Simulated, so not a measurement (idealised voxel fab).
process module | voxel self aligned contacts
cross-section cut | 235 nm wide | cells 5 nm
A cross-section is a grid of square cells, given in bands from the top down. A band is one or more rows of cells.
Each band's line starts with the height of the band's top and of its bottom, in nm. Then come its materials from left to right, each with its width in nm. One material with "throughout" fills the band from edge to edge. "air" is empty space.
Height 0 is the level under which the wafer as received is all one material. The lowest band goes on downwards, as in "0 down".
A width such as "30 to 40" changes by the same amount from each row of cells to the next, from the band's top row to its bottom row.
"no change" after a step means that no cell of the cross-section changed.
closed voids: empty space of 8 cells or more with no open way to the top, each as width x height at its distance from the left edge, in nm
after a step's settings: what the simulator itself notes on the step
overlay nm, on a step with a mask: how far to the right of its planned place the mask lay; to the left if negative
plan
1 op RECEIVE | material Si
2 op CONFORMAL_DEP | material SiO2 | thk nm 5
3 op DIRECTIONAL_DEP | material polySi | thk nm 20
4 op DIRECTIONAL_DEP | material SiN | thk nm 25
5 op MASKED_ETCH | tone cover | mask id GATE | width nm 25 | pitch nm 65 | etch materials SiN | depth nm 25 | overlay nm 0
6 op MASKED_ETCH | tone cover | mask id GATE | width nm 25 | pitch nm 65 | etch materials polySi | depth nm 20 | overlay nm 0
7 op CONFORMAL_DEP | material SiN | thk nm 10
8 op DIRECTIONAL_ETCH | etch materials SiN | depth nm 5
9 op FILL_DEP | material SiO2 | thk nm 15
10 op CMP | height nm 60
11 op PATTERN | tone open | mask id CONTACT | material resist | width nm 50 | pitch nm 65 | thk nm 20 | overlay nm 0
12 op DIRECTIONAL_ETCH | etch materials SiO2 | depth nm 60
13 op STRIP | etch materials resist
14 op CONFORMAL_DEP | material TiN | thk nm 5
15 op FILL_DEP | material Ru | thk nm 10
16 op CMP | height nm 60
17 op CONFORMAL_DEP | material SiCN | thk nm 5
varied across the wafers: depth nm of step 8. The plan shows the first wafer's value. All wafers start alike
first wafer as received, after step 1
  0 down: Si throughout
  closed voids: none
each wafer at the end: cells of each material gained (+) or lost (-) since it was received, then its closed voids
depth nm 5 | +36 Ru | +47 SiCN | +230 SiN | +182 SiO2 | +56 TiN | +60 polySi | closed voids: none
depth nm 10 | +56 Ru | +47 SiCN | +183 SiN | +201 SiO2 | +64 TiN | +60 polySi | closed voids: none
depth nm 15 | +68 Ru | +47 SiCN | +156 SiN | +216 SiO2 | +64 TiN | +60 polySi | closed voids: none
